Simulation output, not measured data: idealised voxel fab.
Title: Process Module voxel double patterning
The cross-section shown here is cut; it is 175 nm wide and divided into square cells measuring 5 nm on a side.
This document writes a cross-section as a grid whose cells are square, and gives it as bands, listed from the top down; one or more rows of cells form a band. First you get the band's top height and its bottom height, in nm, and then the materials it's made of, left to right, with each width in nm. If you see a single material with "all across", that one covers the band edge to edge. "blank" is empty space. Height datum 0, below which the as-received substrate wafer is one material. Lowest band open at the bottom, running downward: "0 down". It should be noted that a width expressed as "30->40" varies in equal increments from row to row of cells within the band, taking the value of the first number at the top row and that of the second number at the bottom row. Step note "no alterations made" = no cross-section cell changed. Voids not open to the top, 8 cells minimum: see "Closed cavities". Written width x height at distance; distance is from the left edge; nm. Text after the settings on a step's line: the simulator's own remark on that step. When a step includes a mask, the "overlay nm" setting on its line states how far to the right of its planned place that mask lay, and negative values state how far to the left.
### Listed below are the process steps as planned
1) RECEIVE | material Si
2) CONFORMAL_DEP | material SiN | thk nm 5
3) DIRECTIONAL_DEP | material SiO2 | thk nm 20
4) DIRECTIONAL_DEP | material SiCN | thk nm 5
5) DIRECTIONAL_DEP | material aC | thk nm 15
6) PATTERN | tone open | mask id FIRST | material resist | width nm 15 | pitch nm 50 | thk nm 30 | overlay nm 0
7) DIRECTIONAL_ETCH | etch materials aC | depth nm 15
8) STRIP | etch materials resist
9) DIRECTIONAL_ETCH | etch materials SiCN | depth nm 5
10) STRIP | etch materials aC
11) DIRECTIONAL_DEP | material aC | thk nm 10
12) PATTERN | tone open | mask id SECOND | material resist | width nm 15 | thk nm 30 | overlay nm 0
13) DIRECTIONAL_ETCH | etch materials aC | depth nm 10
14) STRIP | etch materials resist
15) DIRECTIONAL_ETCH | etch materials SiCN | depth nm 5
16) STRIP | etch materials aC
17) DIRECTIONAL_ETCH | etch materials SiO2 | depth nm 20
18) STRIP | etch materials SiCN
### The following pertains to the first of two wafers, which was processed as planned
### Cross-section of the wafer upon arrival, representing the state reached after step 1
- 0 down = Si all across
- Closed cavities: none
### The following cross-section depicts the wafer upon completion of step 2
- 5 to 0 = SiN all across
- No changes below 0.
### The following cross-section depicts the wafer upon completion of step 3
- 25 to 5 = SiO2 all across
- No changes below 5.
### The following cross-section depicts the wafer upon completion of step 4
- 30 to 25 = SiCN all across
- No changes below 25.
### The following cross-section depicts the wafer upon completion of step 5
- 45 to 30 = aC all across
- No changes below 30.
### The following cross-section depicts the wafer upon completion of step 6
- 75 to 45 = 55 of resist / 15 of blank / 35 of resist / 15 of blank / 55 of resist
- No changes below 45.
### The following cross-section depicts the wafer upon completion of step 7
- 60 to 45 = 55 of resist / 15 of blank / 35 of resist / 15 of blank / 55 of resist
- 45 to 30 = 55 of aC / 15 of blank / 35 of aC / 15 of blank / 55 of aC
- No changes below 30.
### The following cross-section depicts the wafer upon completion of step 8
- 45 to 30 = 55 of aC / 15 of blank / 35 of aC / 15 of blank / 55 of aC
- No changes below 30.
### The following cross-section depicts the wafer upon completion of step 9
- 45 to 30 = 55 of aC / 15 of blank / 35 of aC / 15 of blank / 55 of aC
- 30 to 25 = 55 of SiCN / 15 of blank / 35 of SiCN / 15 of blank / 55 of SiCN
- No changes below 25.
### The following cross-section depicts the wafer upon completion of step 10
- 30 to 25 = 55 of SiCN / 15 of blank / 35 of SiCN / 15 of blank / 55 of SiCN
- No changes below 25.
### The following cross-section depicts the wafer upon completion of step 11
- 40 to 35 = 55 of aC / 15 of blank / 35 of aC / 15 of blank / 55 of aC
- 35 to 30 = aC all across
- 30 to 25 = 55 of SiCN / 15 of aC / 35 of SiCN / 15 of aC / 55 of SiCN
- No changes below 25.
### The following cross-section depicts the wafer upon completion of step 12
- 70 to 40 = 80 of resist / 15 of blank / 80 of resist
- 40 to 35 = 55 of aC / 15 of resist / 35 of aC / 15 of resist / 55 of aC
- No changes below 35.
### The following cross-section depicts the wafer upon completion of step 13
- 60 to 40 = 80 of resist / 15 of blank / 80 of resist
- 40 to 35 = 55 of aC / 15 of resist / 10 of aC / 15 of blank / 10 of aC / 15 of resist / 55 of aC
- 35 to 30 = 80 of aC / 15 of blank / 80 of aC
- No changes below 30.
### The following cross-section depicts the wafer upon completion of step 14
- 40 to 35 = 55 of aC / 15 of blank / 10 of aC / 15 of blank / 10 of aC / 15 of blank / 55 of aC
- No changes below 35.
### The following cross-section depicts the wafer upon completion of step 15
- 40 to 35 = 55 of aC / 15 of blank / 10 of aC / 15 of blank / 10 of aC / 15 of blank / 55 of aC
- 35 to 30 = 80 of aC / 15 of blank / 80 of aC
- 30 to 25 = 55 of SiCN / 15 of aC / 10 of SiCN / 15 of blank / 10 of SiCN / 15 of aC / 55 of SiCN
- No changes below 25.
### The following cross-section depicts the wafer upon completion of step 16
- 30 to 25 = 55 of SiCN / 15 of blank / 10 of SiCN / 15 of blank / 10 of SiCN / 15 of blank / 55 of SiCN
- No changes below 25.
### The following cross-section depicts the wafer upon completion of step 17
- 30 to 25 = 55 of SiCN / 15 of blank / 10 of SiCN / 15 of blank / 10 of SiCN / 15 of blank / 55 of SiCN
- 25 to 5 = 55 of SiO2 / 15 of blank / 10 of SiO2 / 15 of blank / 10 of SiO2 / 15 of blank / 55 of SiO2
- No changes below 5.
### The following cross-section depicts the wafer upon completion of step 18
- 25 to 5 = 55 of SiO2 / 15 of blank / 10 of SiO2 / 15 of blank / 10 of SiO2 / 15 of blank / 55 of SiO2
- No changes below 5.
### Here the second wafer is described. Its start and its plan were those of the first wafer. Its run contained one mistake. Up to and including step 4, it did exactly what the first wafer did
### Second wafer profile in section, at the moment step 5 of the plan was meant to be complete
- 45 to 30 = SiN all across
- No changes below 30.
### Second wafer profile in section, at the moment step 6 of the plan was meant to be complete
- 75 to 45 = 55 of resist / 15 of blank / 35 of resist / 15 of blank / 55 of resist
- No changes below 45.
### Second wafer profile in section, at the moment step 7 of the plan was meant to be complete
- 60 to 45 = 55 of resist / 15 of blank / 35 of resist / 15 of blank / 55 of resist
- No changes below 45.
### Second wafer profile in section, at the moment step 8 of the plan was meant to be complete
- 45 to 30 = SiN all across
- No changes below 30.
Second wafer profile in section, at the moment step 9 of the plan was meant to be complete: no alterations made
Second wafer profile in section, at the moment step 10 of the plan was meant to be complete: no alterations made
### Second wafer profile in section, at the moment step 11 of the plan was meant to be complete
- 55 to 45 = aC all across
- No changes below 45.
### Second wafer profile in section, at the moment step 12 of the plan was meant to be complete
- 85 to 55 = 80 of resist / 15 of blank / 80 of resist
- No changes below 55.
### Second wafer profile in section, at the moment step 13 of the plan was meant to be complete
- 75 to 55 = 80 of resist / 15 of blank / 80 of resist
- 55 to 45 = 80 of aC / 15 of blank / 80 of aC
- No changes below 45.
### Second wafer profile in section, at the moment step 14 of the plan was meant to be complete
- 55 to 45 = 80 of aC / 15 of blank / 80 of aC
- No changes below 45.
Second wafer profile in section, at the moment step 15 of the plan was meant to be complete: no alterations made
### Second wafer profile in section, at the moment step 16 of the plan was meant to be complete
- 45 to 30 = SiN all across
- No changes below 30.
Second wafer profile in section, at the moment step 17 of the plan was meant to be complete: no alterations made
Second wafer profile in section, at the moment step 18 of the plan was meant to be complete: no alterations made
In executing the process, a mistake was made relative to the plan: not per plan at step 5, really ran DIRECTIONAL_DEP | material SiN | thk nm 15
Per the end-of-run cell counts, the second wafer holds more or fewer of some materials than the first: SiCN: 35 more, SiN: 105 more, SiO2: 36 more
